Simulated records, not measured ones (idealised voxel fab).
Documented hereafter: the process module known as voxel quadruple lines.
245 nm wide, 5 nm square cells: that's cross-section cut.
In what follows, cross-sections appear as grids of square cells, described through bands that run from the top down, where every band is one or more rows of cells.
What a band's entry tells you: where the top is and where the bottom is, as heights in nm, and after that what lies inside, material by material from left to right, each with its width in nm. Empty space is written as the word "blank", and a single material marked with the word "all across" occupies the band from edge to edge.
Note: height 0 marks the level under which the wafer is uniformly one material as received. Lowest band unbounded below, written "top 0, no bottom".
Quick explanation for "30..40": the width changes in equal steps down the rows of cells, from the first number in the band's top row to the second number in its bottom row.
"no modifications" means the step left every cell of the cross-section as it was.
"Fully closed voids" - sealed voids, min. 8 cells, no opening to top; format: width x height at distance (distance from left edge; nm throughout).
On a step's line, text after the settings is the simulator commenting on that step.
On any step carrying a mask, the "overlay nm" setting, if present on the step's line, tells how far right of its planned place the mask lay; negative values point to the left.
Heads up before you read on: it's before/after pairs around one process step each, after side only down to the lowest band that changed, step plus settings under the pair. Pairs can be from different runs of this module, same starting wafer, so only chain a pair onto the one above if its "Before step" entry says so.
Before step
> top 0, no bottom = Si all across
> Fully closed voids: none
Section After Processing
> top 5, bottom 0 = Al2O3 all across
> Whatever lies below 0 is exactly as it was before.
> Fully closed voids: none
Step, before to after (see cross-sections above): CONFORMAL_DEP, material Al2O3, thk nm 5
Before step: equal to the after panel directly above.
Section After Processing
> top 15, bottom 5 = Ru all across
> Whatever lies below 5 is exactly as it was before.
> Fully closed voids: none
Step, before to after (see cross-sections above): DIRECTIONAL_DEP, material Ru, thk nm 10
Before step: equal to the after panel directly above.
Section After Processing
> top 30, bottom 15 = polySi all across
> Whatever lies below 15 is exactly as it was before.
> Fully closed voids: none
Step, before to after (see cross-sections above): DIRECTIONAL_DEP, material polySi, thk nm 15
Before step: equal to the after panel directly above.
Section After Processing
> top 55, bottom 30 = aC all across
> Whatever lies below 30 is exactly as it was before.
> Fully closed voids: none
Step, before to after (see cross-sections above): DIRECTIONAL_DEP, material aC, thk nm 25
Before step: equal to the after panel directly above.
Section After Processing
> top 85, bottom 55 = blank: 55  resist: 35  blank: 65  resist: 35  blank: 55
> Whatever lies below 55 is exactly as it was before.
> Fully closed voids: none
Step, before to after (see cross-sections above): PATTERN, tone cover, mask id MANDREL, material resist, width nm 35, pitch nm 100, thk nm 30, overlay nm 0
Before step: equal to the after panel directly above.
Section After Processing
> top 60, bottom 55 = blank: 55  resist: 35  blank: 65  resist: 35  blank: 55
> top 55, bottom 30 = blank: 55  aC: 35  blank: 65  aC: 35  blank: 55
> Whatever lies below 30 is exactly as it was before.
> Fully closed voids: none
Step, before to after (see cross-sections above): DIRECTIONAL_ETCH, etch materials aC, depth nm 25
Before step: equal to the after panel directly above.
Section After Processing
> top 55, bottom 30 = blank: 55  aC: 35  blank: 65  aC: 35  blank: 55
> Whatever lies below 30 is exactly as it was before.
> Fully closed voids: none
Step, before to after (see cross-sections above): STRIP, etch materials resist
Before step: equal to the after panel directly above.
Section After Processing
> top 70, bottom 55 = blank: 40  SiO2: 65  blank: 35  SiO2: 65  blank: 40
> top 55, bottom 45 = blank: 40  SiO2: 15  aC: 35  SiO2: 15  blank: 35  SiO2: 15  aC: 35  SiO2: 15  blank: 40
> top 45, bottom 30 = SiO2: 55  aC: 35  SiO2: 65  aC: 35  SiO2: 55
> Whatever lies below 30 is exactly as it was before.
> Fully closed voids: none
Step, before to after (see cross-sections above): CONFORMAL_DEP, material SiO2, thk nm 15
Before step: equal to the after panel directly above.
Section After Processing
> top 55, bottom 30 = blank: 40  SiO2: 15  aC: 35  SiO2: 15  blank: 35  SiO2: 15  aC: 35  SiO2: 15  blank: 40
> Whatever lies below 30 is exactly as it was before.
> Fully closed voids: none
Step, before to after (see cross-sections above): DIRECTIONAL_ETCH, etch materials SiO2, depth nm 15
Before step: equal to the after panel directly above.
Section After Processing
> top 55, bottom 30 = blank: 40  SiO2: 15  blank: 35  SiO2: 15  blank: 35  SiO2: 15  blank: 35  SiO2: 15  blank: 40
> Whatever lies below 30 is exactly as it was before.
> Fully closed voids: none
Step, before to after (see cross-sections above): STRIP, etch materials aC
Before step: equal to the after panel directly above.
Section After Processing
> top 55, bottom 30 = blank: 40  SiO2: 15  blank: 35  SiO2: 15  blank: 35  SiO2: 15  blank: 35  SiO2: 15  blank: 40
> top 30, bottom 15 = blank: 40  polySi: 15  blank: 35  polySi: 15  blank: 35  polySi: 15  blank: 35  polySi: 15  blank: 40
> Whatever lies below 15 is exactly as it was before.
> Fully closed voids: none
Step, before to after (see cross-sections above): DIRECTIONAL_ETCH, etch materials polySi, depth nm 15
Before step: equal to the after panel directly above.
Section After Processing
> top 30, bottom 15 = blank: 40  polySi: 15  blank: 35  polySi: 15  blank: 35  polySi: 15  blank: 35  polySi: 15  blank: 40
> Whatever lies below 15 is exactly as it was before.
> Fully closed voids: none
Step, before to after (see cross-sections above): STRIP, etch materials SiO2
Before step: equal to the after panel directly above.
Section After Processing
> top 40, bottom 30 = blank: 30  SiN: 35  blank: 15  SiN: 35  blank: 15  SiN: 35  blank: 15  SiN: 35  blank: 30
> top 30, bottom 25 = blank: 30  SiN: 10  polySi: 15  SiN: 10  blank: 15  SiN: 10  polySi: 15  SiN: 10  blank: 15  SiN: 10  polySi: 15  SiN: 10  blank: 15  SiN: 10  polySi: 15  SiN: 10  blank: 30
> top 25, bottom 15 = SiN: 40  polySi: 15  SiN: 35  polySi: 15  SiN: 35  polySi: 15  SiN: 35  polySi: 15  SiN: 40
> Whatever lies below 15 is exactly as it was before.
> Fully closed voids: none
Step, before to after (see cross-sections above): CONFORMAL_DEP, material SiN, thk nm 10
Before step: equal to the after panel directly above.
Section After Processing
> top 30, bottom 15 = blank: 30  SiN: 10  polySi: 15  SiN: 10  blank: 15  SiN: 10  polySi: 15  SiN: 10  blank: 15  SiN: 10  polySi: 15  SiN: 10  blank: 15  SiN: 10  polySi: 15  SiN: 10  blank: 30
> Whatever lies below 15 is exactly as it was before.
> Fully closed voids: none
Step, before to after (see cross-sections above): DIRECTIONAL_ETCH, etch materials SiN, depth nm 10
Before step: equal to the after panel directly above.
Section After Processing
> top 30, bottom 15 = blank: 30  SiN: 10  blank: 15  SiN: 10  blank: 15  SiN: 10  blank: 15  SiN: 10  blank: 15  SiN: 10  blank: 15  SiN: 10  blank: 15  SiN: 10  blank: 15  SiN: 10  blank: 30
> Whatever lies below 15 is exactly as it was before.
> Fully closed voids: none
Step, before to after (see cross-sections above): STRIP, etch materials polySi
Before step: equal to the after panel directly above.
Section After Processing
> top 30, bottom 15 = blank: 30  SiN: 10  blank: 15  SiN: 10  blank: 15  SiN: 10  blank: 15  SiN: 10  blank: 15  SiN: 10  blank: 15  SiN: 10  blank: 15  SiN: 10  blank: 15  SiN: 10  blank: 30
> top 15, bottom 5 = blank: 30  Ru: 10  blank: 15  Ru: 10  blank: 15  Ru: 10  blank: 15  Ru: 10  blank: 15  Ru: 10  blank: 15  Ru: 10  blank: 15  Ru: 10  blank: 15  Ru: 10  blank: 30
> Whatever lies below 5 is exactly as it was before.
> Fully closed voids: none
Step, before to after (see cross-sections above): DIRECTIONAL_ETCH, etch materials Ru, depth nm 10
Before step: equal to the after panel directly above.
Section After Processing
> top 15, bottom 5 = blank: 30  Ru: 10  blank: 15  Ru: 10  blank: 15  Ru: 10  blank: 15  Ru: 10  blank: 15  Ru: 10  blank: 15  Ru: 10  blank: 15  Ru: 10  blank: 15  Ru: 10  blank: 30
> Whatever lies below 5 is exactly as it was before.
> Fully closed voids: none
Step, before to after (see cross-sections above): STRIP, etch materials SiN
Before step: equal to the after panel directly above.
Section After Processing
> top 20, bottom 15 = SiO2 all across
> top 15, bottom 5 = SiO2: 30  Ru: 10  SiO2: 15  Ru: 10  SiO2: 15  Ru: 10  SiO2: 15  Ru: 10  SiO2: 15  Ru: 10  SiO2: 15  Ru: 10  SiO2: 15  Ru: 10  SiO2: 15  Ru: 10  SiO2: 30
> Whatever lies below 5 is exactly as it was before.
> Fully closed voids: none
Step, before to after (see cross-sections above): FILL_DEP, material SiO2, thk nm 5
Before step: equal to the after panel directly above.
Section After Processing
> top 15, bottom 5 = SiO2: 30  Ru: 10  SiO2: 15  Ru: 10  SiO2: 15  Ru: 10  SiO2: 15  Ru: 10  SiO2: 15  Ru: 10  SiO2: 15  Ru: 10  SiO2: 15  Ru: 10  SiO2: 15  Ru: 10  SiO2: 30
> Whatever lies below 5 is exactly as it was before.
> Fully closed voids: none
Step, before to after (see cross-sections above): CMP, height nm 15
Before step
> top 0, no bottom = Si all across
> Fully closed voids: none
Section After Processing
> top 10, bottom 0 = Ru all across
> Whatever lies below 0 is exactly as it was before.
> Fully closed voids: none
Step, before to after (see cross-sections above): DIRECTIONAL_DEP, material Ru, thk nm 10
Before step: equal to the after panel directly above.
Section After Processing
> top 25, bottom 10 = polySi all across
> Whatever lies below 10 is exactly as it was before.
> Fully closed voids: none
Step, before to after (see cross-sections above): DIRECTIONAL_DEP, material polySi, thk nm 15
Before step: equal to the after panel directly above.
Section After Processing
> top 50, bottom 25 = aC all across
> Whatever lies below 25 is exactly as it was before.
> Fully closed voids: none
Step, before to after (see cross-sections above): DIRECTIONAL_DEP, material aC, thk nm 25
Before step: equal to the after panel directly above.
Section After Processing
> top 80, bottom 50 = blank: 55  resist: 35  blank: 65  resist: 35  blank: 55
> Whatever lies below 50 is exactly as it was before.
> Fully closed voids: none
Step, before to after (see cross-sections above): PATTERN, tone cover, mask id MANDREL, material resist, width nm 35, pitch nm 100, thk nm 30, overlay nm 0
Before step: equal to the after panel directly above.
Section After Processing
> top 55, bottom 50 = blank: 55  resist: 35  blank: 65  resist: 35  blank: 55
> top 50, bottom 25 = blank: 55  aC: 35  blank: 65  aC: 35  blank: 55
> Whatever lies below 25 is exactly as it was before.
> Fully closed voids: none
Step, before to after (see cross-sections above): DIRECTIONAL_ETCH, etch materials aC, depth nm 25
Before step: equal to the after panel directly above.
Section After Processing
> top 50, bottom 25 = blank: 55  aC: 35  blank: 65  aC: 35  blank: 55
> Whatever lies below 25 is exactly as it was before.
> Fully closed voids: none
Step, before to after (see cross-sections above): STRIP, etch materials resist
Before step: equal to the after panel directly above.
Section After Processing
> top 65, bottom 50 = blank: 40  SiO2: 65  blank: 35  SiO2: 65  blank: 40
> top 50, bottom 40 = blank: 40  SiO2: 15  aC: 35  SiO2: 15  blank: 35  SiO2: 15  aC: 35  SiO2: 15  blank: 40
> top 40, bottom 25 = SiO2: 55  aC: 35  SiO2: 65  aC: 35  SiO2: 55
> Whatever lies below 25 is exactly as it was before.
> Fully closed voids: none
Step, before to after (see cross-sections above): CONFORMAL_DEP, material SiO2, thk nm 15
Before step: equal to the after panel directly above.
Section After Processing
> top 50, bottom 25 = blank: 40  SiO2: 15  aC: 35  SiO2: 15  blank: 35  SiO2: 15  aC: 35  SiO2: 15  blank: 40
> Whatever lies below 25 is exactly as it was before.
> Fully closed voids: none
Step, before to after (see cross-sections above): DIRECTIONAL_ETCH, etch materials SiO2, depth nm 15
Before step: equal to the after panel directly above.
Section After Processing
> top 50, bottom 25 = blank: 40  SiO2: 15  blank: 35  SiO2: 15  blank: 35  SiO2: 15  blank: 35  SiO2: 15  blank: 40
> Whatever lies below 25 is exactly as it was before.
> Fully closed voids: none
Step, before to after (see cross-sections above): STRIP, etch materials aC
Before step: equal to the after panel directly above.
Section After Processing
> top 50, bottom 25 = blank: 40  SiO2: 15  blank: 35  SiO2: 15  blank: 35  SiO2: 15  blank: 35  SiO2: 15  blank: 40
> top 25, bottom 10 = blank: 40  polySi: 15  blank: 35  polySi: 15  blank: 35  polySi: 15  blank: 35  polySi: 15  blank: 40
> Whatever lies below 10 is exactly as it was before.
> Fully closed voids: none
Step, before to after (see cross-sections above): DIRECTIONAL_ETCH, etch materials polySi, depth nm 15
Before step: equal to the after panel directly above.
Section After Processing
> top 25, bottom 10 = blank: 40  polySi: 15  blank: 35  polySi: 15  blank: 35  polySi: 15  blank: 35  polySi: 15  blank: 40
> Whatever lies below 10 is exactly as it was before.
> Fully closed voids: none
Step, before to after (see cross-sections above): STRIP, etch materials SiO2
Before step: equal to the after panel directly above.
Section After Processing
> top 35, bottom 25 = blank: 30  SiN: 35  blank: 15  SiN: 35  blank: 15  SiN: 35  blank: 15  SiN: 35  blank: 30
> top 25, bottom 20 = blank: 30  SiN: 10  polySi: 15  SiN: 10  blank: 15  SiN: 10  polySi: 15  SiN: 10  blank: 15  SiN: 10  polySi: 15  SiN: 10  blank: 15  SiN: 10  polySi: 15  SiN: 10  blank: 30
> top 20, bottom 10 = SiN: 40  polySi: 15  SiN: 35  polySi: 15  SiN: 35  polySi: 15  SiN: 35  polySi: 15  SiN: 40
> Whatever lies below 10 is exactly as it was before.
> Fully closed voids: none
Step, before to after (see cross-sections above): CONFORMAL_DEP, material SiN, thk nm 10
Before step: equal to the after panel directly above.
Section After Processing
> top 25, bottom 10 = blank: 30  SiN: 10  polySi: 15  SiN: 10  blank: 15  SiN: 10  polySi: 15  SiN: 10  blank: 15  SiN: 10  polySi: 15  SiN: 10  blank: 15  SiN: 10  polySi: 15  SiN: 10  blank: 30
> Whatever lies below 10 is exactly as it was before.
> Fully closed voids: none
Step, before to after (see cross-sections above): DIRECTIONAL_ETCH, etch materials SiN, depth nm 10
Before step: equal to the after panel directly above.
Section After Processing
> top 25, bottom 10 = blank: 30  SiN: 10  blank: 15  SiN: 10  blank: 15  SiN: 10  blank: 15  SiN: 10  blank: 15  SiN: 10  blank: 15  SiN: 10  blank: 15  SiN: 10  blank: 15  SiN: 10  blank: 30
> Whatever lies below 10 is exactly as it was before.
> Fully closed voids: none
Step, before to after (see cross-sections above): STRIP, etch materials polySi
Before step: equal to the after panel directly above.
Section After Processing
> top 25, bottom 10 = blank: 30  SiN: 10  blank: 15  SiN: 10  blank: 15  SiN: 10  blank: 15  SiN: 10  blank: 15  SiN: 10  blank: 15  SiN: 10  blank: 15  SiN: 10  blank: 15  SiN: 10  blank: 30
> top 10, bottom 0 = blank: 30  Ru: 10  blank: 15  Ru: 10  blank: 15  Ru: 10  blank: 15  Ru: 10  blank: 15  Ru: 10  blank: 15  Ru: 10  blank: 15  Ru: 10  blank: 15  Ru: 10  blank: 30
> Whatever lies below 0 is exactly as it was before.
> Fully closed voids: none
Step, before to after (see cross-sections above): DIRECTIONAL_ETCH, etch materials Ru, depth nm 10
Before step: equal to the after panel directly above.
Section After Processing
> top 10, bottom 0 = blank: 30  Ru: 10  blank: 15  Ru: 10  blank: 15  Ru: 10  blank: 15  Ru: 10  blank: 15  Ru: 10  blank: 15  Ru: 10  blank: 15  Ru: 10  blank: 15  Ru: 10  blank: 30
> Whatever lies below 0 is exactly as it was before.
> Fully closed voids: none
Step, before to after (see cross-sections above): STRIP, etch materials SiN
Before step: equal to the after panel directly above.
Section After Processing
> top 15, bottom 10 = SiO2 all across
> top 10, bottom 0 = SiO2: 30  Ru: 10  SiO2: 15  Ru: 10  SiO2: 15  Ru: 10  SiO2: 15  Ru: 10  SiO2: 15  Ru: 10  SiO2: 15  Ru: 10  SiO2: 15  Ru: 10  SiO2: 15  Ru: 10  SiO2: 30
> Whatever lies below 0 is exactly as it was before.
> Fully closed voids: none
Step, before to after (see cross-sections above): FILL_DEP, material SiO2, thk nm 5
Before step
> top 10, bottom 0 = Ru all across
> top 0, no bottom = Si all across
> Fully closed voids: none
Section After Processing
> top 15, bottom 10 = Al2O3 all across
> Whatever lies below 10 is exactly as it was before.
> Fully closed voids: none
Step, before to after (see cross-sections above): CONFORMAL_DEP, material Al2O3, thk nm 5
Before step: equal to the after panel directly above.
Section After Processing
> top 30, bottom 15 = polySi all across
> Whatever lies below 15 is exactly as it was before.
> Fully closed voids: none
Step, before to after (see cross-sections above): DIRECTIONAL_DEP, material polySi, thk nm 15
Before step: equal to the after panel directly above.
Section After Processing
> top 55, bottom 30 = aC all across
> Whatever lies below 30 is exactly as it was before.
> Fully closed voids: none
Step, before to after (see cross-sections above): DIRECTIONAL_DEP, material aC, thk nm 25
Before step: equal to the after panel directly above.
Section After Processing
> top 85, bottom 55 = blank: 55  resist: 35  blank: 65  resist: 35  blank: 55
> Whatever lies below 55 is exactly as it was before.
> Fully closed voids: none
Step, before to after (see cross-sections above): PATTERN, tone cover, mask id MANDREL, material resist, width nm 35, pitch nm 100, thk nm 30, overlay nm 0
Before step: equal to the after panel directly above.
Section After Processing
> top 60, bottom 55 = blank: 55  resist: 35  blank: 65  resist: 35  blank: 55
> top 55, bottom 30 = blank: 55  aC: 35  blank: 65  aC: 35  blank: 55
> Whatever lies below 30 is exactly as it was before.
> Fully closed voids: none
Step, before to after (see cross-sections above): DIRECTIONAL_ETCH, etch materials aC, depth nm 25
Before step: equal to the after panel directly above.
Section After Processing
> top 55, bottom 30 = blank: 55  aC: 35  blank: 65  aC: 35  blank: 55
> Whatever lies below 30 is exactly as it was before.
> Fully closed voids: none
Step, before to after (see cross-sections above): STRIP, etch materials resist
Before step: equal to the after panel directly above.
Section After Processing
> top 70, bottom 55 = blank: 40  SiO2: 65  blank: 35  SiO2: 65  blank: 40
> top 55, bottom 45 = blank: 40  SiO2: 15  aC: 35  SiO2: 15  blank: 35  SiO2: 15  aC: 35  SiO2: 15  blank: 40
> top 45, bottom 30 = SiO2: 55  aC: 35  SiO2: 65  aC: 35  SiO2: 55
> Whatever lies below 30 is exactly as it was before.
> Fully closed voids: none
Step, before to after (see cross-sections above): CONFORMAL_DEP, material SiO2, thk nm 15
Before step: equal to the after panel directly above.
Section After Processing
> top 55, bottom 30 = blank: 40  SiO2: 15  aC: 35  SiO2: 15  blank: 35  SiO2: 15  aC: 35  SiO2: 15  blank: 40
> Whatever lies below 30 is exactly as it was before.
> Fully closed voids: none
Step, before to after (see cross-sections above): DIRECTIONAL_ETCH, etch materials SiO2, depth nm 15
Before step: equal to the after panel directly above.
Section After Processing
> top 55, bottom 30 = blank: 40  SiO2: 15  blank: 35  SiO2: 15  blank: 35  SiO2: 15  blank: 35  SiO2: 15  blank: 40
> Whatever lies below 30 is exactly as it was before.
> Fully closed voids: none
Step, before to after (see cross-sections above): STRIP, etch materials aC
Before step: equal to the after panel directly above.
Section After Processing
> top 55, bottom 30 = blank: 40  SiO2: 15  blank: 35  SiO2: 15  blank: 35  SiO2: 15  blank: 35  SiO2: 15  blank: 40
> top 30, bottom 15 = blank: 40  polySi: 15  blank: 35  polySi: 15  blank: 35  polySi: 15  blank: 35  polySi: 15  blank: 40
> Whatever lies below 15 is exactly as it was before.
> Fully closed voids: none
Step, before to after (see cross-sections above): DIRECTIONAL_ETCH, etch materials polySi, depth nm 15
Before step: equal to the after panel directly above.
Section After Processing
> top 30, bottom 15 = blank: 40  polySi: 15  blank: 35  polySi: 15  blank: 35  polySi: 15  blank: 35  polySi: 15  blank: 40
> Whatever lies below 15 is exactly as it was before.
> Fully closed voids: none
Step, before to after (see cross-sections above): STRIP, etch materials SiO2
Before step: equal to the after panel directly above.
Section After Processing
> top 40, bottom 30 = blank: 30  SiN: 35  blank: 15  SiN: 35  blank: 15  SiN: 35  blank: 15  SiN: 35  blank: 30
> top 30, bottom 25 = blank: 30  SiN: 10  polySi: 15  SiN: 10  blank: 15  SiN: 10  polySi: 15  SiN: 10  blank: 15  SiN: 10  polySi: 15  SiN: 10  blank: 15  SiN: 10  polySi: 15  SiN: 10  blank: 30
> top 25, bottom 15 = SiN: 40  polySi: 15  SiN: 35  polySi: 15  SiN: 35  polySi: 15  SiN: 35  polySi: 15  SiN: 40
> Whatever lies below 15 is exactly as it was before.
> Fully closed voids: none
Step, before to after (see cross-sections above): CONFORMAL_DEP, material SiN, thk nm 10
Before step: equal to the after panel directly above.
Section After Processing
> top 30, bottom 15 = blank: 30  SiN: 10  polySi: 15  SiN: 10  blank: 15  SiN: 10  polySi: 15  SiN: 10  blank: 15  SiN: 10  polySi: 15  SiN: 10  blank: 15  SiN: 10  polySi: 15  SiN: 10  blank: 30
> Whatever lies below 15 is exactly as it was before.
> Fully closed voids: none
Step, before to after (see cross-sections above): DIRECTIONAL_ETCH, etch materials SiN, depth nm 10
Before step: equal to the after panel directly above.
Section After Processing
> top 30, bottom 15 = blank: 30  SiN: 10  blank: 15  SiN: 10  blank: 15  SiN: 10  blank: 15  SiN: 10  blank: 15  SiN: 10  blank: 15  SiN: 10  blank: 15  SiN: 10  blank: 15  SiN: 10  blank: 30
> Whatever lies below 15 is exactly as it was before.
> Fully closed voids: none
Step, before to after (see cross-sections above): STRIP, etch materials polySi
Before step: equal to the after panel directly above.
Section After Processing
> top 15, bottom 10 = Al2O3 all across
> Whatever lies below 10 is exactly as it was before.
> Fully closed voids: none
Step, before to after (see cross-sections above): STRIP, etch materials SiN
Before step: equal to the after panel directly above.
Section After Processing
> top 20, bottom 15 = SiO2 all across
> Whatever lies below 15 is exactly as it was before.
> Fully closed voids: none
Step, before to after (see cross-sections above): FILL_DEP, material SiO2, thk nm 5
Before step: equal to the after panel directly above.
Section After Processing
> top 15, bottom 10 = Al2O3 all across
> Whatever lies below 10 is exactly as it was before.
> Fully closed voids: none
Step, before to after (see cross-sections above): CMP, height nm 15
Before step
> top 55, bottom 30 = blank: 55  aC: 35  blank: 65  aC: 35  blank: 55
> top 30, bottom 15 = polySi all across
> top 15, bottom 5 = Ru all across
> top 5, bottom 0 = Al2O3 all across
> top 0, no bottom = Si all across
> Fully closed voids: none
Section After Processing
> top 65, bottom 55 = blank: 45  SiO2: 55  blank: 45  SiO2: 55  blank: 45
> top 55, bottom 40 = blank: 45  SiO2: 10  aC: 35  SiO2: 10  blank: 45  SiO2: 10  aC: 35  SiO2: 10  blank: 45
> top 40, bottom 30 = SiO2: 55  aC: 35  SiO2: 65  aC: 35  SiO2: 55
> Whatever lies below 30 is exactly as it was before.
> Fully closed voids: none
Step, before to after (see cross-sections above): CONFORMAL_DEP, material SiO2, thk nm 10
Before step: equal to the after panel directly above.
Section After Processing
> top 55, bottom 50 = blank: 55  aC: 35  blank: 65  aC: 35  blank: 55
> top 50, bottom 30 = blank: 45  SiO2: 10  aC: 35  SiO2: 10  blank: 45  SiO2: 10  aC: 35  SiO2: 10  blank: 45
> Whatever lies below 30 is exactly as it was before.
> Fully closed voids: none
Step, before to after (see cross-sections above): DIRECTIONAL_ETCH, etch materials SiO2, depth nm 15
Before step: equal to the after panel directly above.
Section After Processing
> top 50, bottom 30 = blank: 45  SiO2: 10  blank: 35  SiO2: 10  blank: 45  SiO2: 10  blank: 35  SiO2: 10  blank: 45
> Whatever lies below 30 is exactly as it was before.
> Fully closed voids: none
Step, before to after (see cross-sections above): STRIP, etch materials aC
Before step: equal to the after panel directly above.
Section After Processing
> top 50, bottom 30 = blank: 45  SiO2: 10  blank: 35  SiO2: 10  blank: 45  SiO2: 10  blank: 35  SiO2: 10  blank: 45
> top 30, bottom 15 = blank: 45  polySi: 10  blank: 35  polySi: 10  blank: 45  polySi: 10  blank: 35  polySi: 10  blank: 45
> Whatever lies below 15 is exactly as it was before.
> Fully closed voids: none
Step, before to after (see cross-sections above): DIRECTIONAL_ETCH, etch materials polySi, depth nm 15
Before step: equal to the after panel directly above.
Section After Processing
> top 30, bottom 15 = blank: 45  polySi: 10  blank: 35  polySi: 10  blank: 45  polySi: 10  blank: 35  polySi: 10  blank: 45
> Whatever lies below 15 is exactly as it was before.
> Fully closed voids: none
Step, before to after (see cross-sections above): STRIP, etch materials SiO2
Before step: equal to the after panel directly above.
Section After Processing
> top 40, bottom 30 = blank: 35  SiN: 30  blank: 15  SiN: 30  blank: 25  SiN: 30  blank: 15  SiN: 30  blank: 35
> top 30, bottom 25 = blank: 35  SiN: 10  polySi: 10  SiN: 10  blank: 15  SiN: 10  polySi: 10  SiN: 10  blank: 25  SiN: 10  polySi: 10  SiN: 10  blank: 15  SiN: 10  polySi: 10  SiN: 10  blank: 35
> top 25, bottom 15 = SiN: 45  polySi: 10  SiN: 35  polySi: 10  SiN: 45  polySi: 10  SiN: 35  polySi: 10  SiN: 45
> Whatever lies below 15 is exactly as it was before.
> Fully closed voids: none
Step, before to after (see cross-sections above): CONFORMAL_DEP, material SiN, thk nm 10
Before step: equal to the after panel directly above.
Section After Processing
> top 30, bottom 15 = blank: 35  SiN: 10  polySi: 10  SiN: 10  blank: 15  SiN: 10  polySi: 10  SiN: 10  blank: 25  SiN: 10  polySi: 10  SiN: 10  blank: 15  SiN: 10  polySi: 10  SiN: 10  blank: 35
> Whatever lies below 15 is exactly as it was before.
> Fully closed voids: none
Step, before to after (see cross-sections above): DIRECTIONAL_ETCH, etch materials SiN, depth nm 10
Before step: equal to the after panel directly above.
Section After Processing
> top 30, bottom 15 = blank: 35  SiN: 10  blank: 10  SiN: 10  blank: 15  SiN: 10  blank: 10  SiN: 10  blank: 25  SiN: 10  blank: 10  SiN: 10  blank: 15  SiN: 10  blank: 10  SiN: 10  blank: 35
> Whatever lies below 15 is exactly as it was before.
> Fully closed voids: none
Step, before to after (see cross-sections above): STRIP, etch materials polySi
Before step: equal to the after panel directly above.
Section After Processing
> top 30, bottom 15 = blank: 35  SiN: 10  blank: 10  SiN: 10  blank: 15  SiN: 10  blank: 10  SiN: 10  blank: 25  SiN: 10  blank: 10  SiN: 10  blank: 15  SiN: 10  blank: 10  SiN: 10  blank: 35
> top 15, bottom 5 = blank: 35  Ru: 10  blank: 10  Ru: 10  blank: 15  Ru: 10  blank: 10  Ru: 10  blank: 25  Ru: 10  blank: 10  Ru: 10  blank: 15  Ru: 10  blank: 10  Ru: 10  blank: 35
> Whatever lies below 5 is exactly as it was before.
> Fully closed voids: none
Step, before to after (see cross-sections above): DIRECTIONAL_ETCH, etch materials Ru, depth nm 10
Before step: equal to the after panel directly above.
Section After Processing
> top 15, bottom 5 = blank: 35  Ru: 10  blank: 10  Ru: 10  blank: 15  Ru: 10  blank: 10  Ru: 10  blank: 25  Ru: 10  blank: 10  Ru: 10  blank: 15  Ru: 10  blank: 10  Ru: 10  blank: 35
> Whatever lies below 5 is exactly as it was before.
> Fully closed voids: none
Step, before to after (see cross-sections above): STRIP, etch materials SiN
Before step: equal to the after panel directly above.
Section After Processing
> top 20, bottom 15 = SiO2 all across
> top 15, bottom 5 = SiO2: 35  Ru: 10  SiO2: 10  Ru: 10  SiO2: 15  Ru: 10  SiO2: 10  Ru: 10  SiO2: 25  Ru: 10  SiO2: 10  Ru: 10  SiO2: 15  Ru: 10  SiO2: 10  Ru: 10  SiO2: 35
> Whatever lies below 5 is exactly as it was before.
> Fully closed voids: none
Step, before to after (see cross-sections above): FILL_DEP, material SiO2, thk nm 5
Before step: equal to the after panel directly above.
Section After Processing
> top 15, bottom 5 = SiO2: 35  Ru: 10  SiO2: 10  Ru: 10  SiO2: 15  Ru: 10  SiO2: 10  Ru: 10  SiO2: 25  Ru: 10  SiO2: 10  Ru: 10  SiO2: 15  Ru: 10  SiO2: 10  Ru: 10  SiO2: 35
> Whatever lies below 5 is exactly as it was before.
> Fully closed voids: none
Step, before to after (see cross-sections above): CMP, height nm 15
Before step
> top 55, bottom 30 = aC all across
> top 30, bottom 15 = polySi all across
> top 15, bottom 5 = Ru all across
> top 5, bottom 0 = Al2O3 all across
> top 0, no bottom = Si all across
> Fully closed voids: none
Section After Processing
> top 85, bottom 55 = blank: 60  resist: 30  blank: 70  resist: 30  blank: 55
> Whatever lies below 55 is exactly as it was before.
> Fully closed voids: none
Step, before to after (see cross-sections above): PATTERN, tone cover, mask id MANDREL, material resist, width nm 30, pitch nm 100, thk nm 30, overlay nm 0
Before step: equal to the after panel directly above.
Section After Processing
> top 60, bottom 55 = blank: 60  resist: 30  blank: 70  resist: 30  blank: 55
> top 55, bottom 30 = blank: 60  aC: 30  blank: 70  aC: 30  blank: 55
> Whatever lies below 30 is exactly as it was before.
> Fully closed voids: none
Step, before to after (see cross-sections above): DIRECTIONAL_ETCH, etch materials aC, depth nm 25
Before step: equal to the after panel directly above.
Section After Processing
> top 55, bottom 30 = blank: 60  aC: 30  blank: 70  aC: 30  blank: 55
> Whatever lies below 30 is exactly as it was before.
> Fully closed voids: none
Step, before to after (see cross-sections above): STRIP, etch materials resist
Before step: equal to the after panel directly above.
Section After Processing
> top 70, bottom 55 = blank: 45  SiO2: 60  blank: 40  SiO2: 60  blank: 40
> top 55, bottom 45 = blank: 45  SiO2: 15  aC: 30  SiO2: 15  blank: 40  SiO2: 15  aC: 30  SiO2: 15  blank: 40
> top 45, bottom 30 = SiO2: 60  aC: 30  SiO2: 70  aC: 30  SiO2: 55
> Whatever lies below 30 is exactly as it was before.
> Fully closed voids: none
Step, before to after (see cross-sections above): CONFORMAL_DEP, material SiO2, thk nm 15
Before step: equal to the after panel directly above.
Section After Processing
> top 55, bottom 30 = blank: 45  SiO2: 15  aC: 30  SiO2: 15  blank: 40  SiO2: 15  aC: 30  SiO2: 15  blank: 40
> Whatever lies below 30 is exactly as it was before.
> Fully closed voids: none
Step, before to after (see cross-sections above): DIRECTIONAL_ETCH, etch materials SiO2, depth nm 15
Before step: equal to the after panel directly above.
Section After Processing
> top 55, bottom 30 = blank: 45  SiO2: 15  blank: 30  SiO2: 15  blank: 40  SiO2: 15  blank: 30  SiO2: 15  blank: 40
> Whatever lies below 30 is exactly as it was before.
> Fully closed voids: none
Step, before to after (see cross-sections above): STRIP, etch materials aC
Before step: equal to the after panel directly above.
Section After Processing
> top 55, bottom 30 = blank: 45  SiO2: 15  blank: 30  SiO2: 15  blank: 40  SiO2: 15  blank: 30  SiO2: 15  blank: 40
> top 30, bottom 15 = blank: 45  polySi: 15  blank: 30  polySi: 15  blank: 40  polySi: 15  blank: 30  polySi: 15  blank: 40
> Whatever lies below 15 is exactly as it was before.
> Fully closed voids: none
Step, before to after (see cross-sections above): DIRECTIONAL_ETCH, etch materials polySi, depth nm 15
Before step: equal to the after panel directly above.
Section After Processing
> top 30, bottom 15 = blank: 45  polySi: 15  blank: 30  polySi: 15  blank: 40  polySi: 15  blank: 30  polySi: 15  blank: 40
> Whatever lies below 15 is exactly as it was before.
> Fully closed voids: none
Step, before to after (see cross-sections above): STRIP, etch materials SiO2
